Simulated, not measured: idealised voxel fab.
The document below concerns the process module designated voxel tone inversion.
The cross-section on display is named cut; it measures 190 nm wide, and its cells are 5 nm squares.
Square cells in a grid make up a cross-section in this document, and the grid is given as bands, listed from the top down, each one or more rows of cells.
Per band: top height and bottom height in nm, followed by the left-to-right materials and their widths in nm; "full width" marks a single material spanning edge to edge, "blank" marks empty space.
Heights are expressed relative to 0, this being the level below which the as-received wafer comprises one material exclusively. The lowest band is unbounded in the downward direction and is denoted as in "0 and below".
A width such as "30->40" changes by the same amount from each row of cells to the next, from the band's top row to its bottom row.
For the purposes of this document, the phrase "no modification" attached to a step denotes that no cell within the cross-section was modified by that step.
In the "Listed closed voids" entry, you get each enclosed empty space of 8 cells or more, one with no open way to the top, written width x height at distance, distance from the left edge, in nm.
The remark found on a step's line after its settings is issued by the simulator itself and pertains to that step.
The "overlay nm" setting may appear on a step's line; for a step that uses a mask, it gives how far to the right of its planned position the mask lay, and a negative value indicates the left.
## This section lists the process steps that were planned
1: RECEIVE (material Si)
2: CONFORMAL_DEP (material SiN; thk nm 5)
3: DIRECTIONAL_DEP (material polySi; thk nm 25)
4: PATTERN (tone cover; mask id POSTS; material resist; width nm 15; pitch nm 30; thk nm 30; overlay nm 0)
5: DIRECTIONAL_ETCH (etch materials polySi; depth nm 25)
6: STRIP (etch materials resist)
7: FILL_DEP (material SiO2; thk nm 10)
8: CMP (height nm 35)
9: STRIP (etch materials polySi)
10: CONFORMAL_DEP (material TiN; thk nm 5)
11: FILL_DEP (material W; thk nm 5)
12: CMP (height nm 35)
13: CONFORMAL_DEP (material SiN; thk nm 5)
The wafers are alike at the start. At step 2, their thk nm differs. The plan lists the first wafer's value.
## So this is the first of several wafers, cross-sectioned as it came to us, meaning it's at the end of step 1
- 0 and below  Si full width
- Listed closed voids: none
## Every row in this table is a wafer at the end of the module, and it gives, for each of the materials, the cells that wafer has gained (+) or lost (-) since it was received, then its closed voids
thk nm 5, +76 SiN, +183 SiO2, +45 polySi, Listed closed voids: none
thk nm 10, +114 SiN, +145 SiO2, +33 TiN, +12 W, Listed closed voids: none
thk nm 15, +152 SiN, +116 SiO2, +27 TiN, +9 W, Listed closed voids: none
thk nm 20, +190 SiN, +87 SiO2, +21 TiN, +6 W, Listed closed voids: none
thk nm 25, +228 SiN, +58 SiO2, +15 TiN, +3 W, Listed closed voids: none
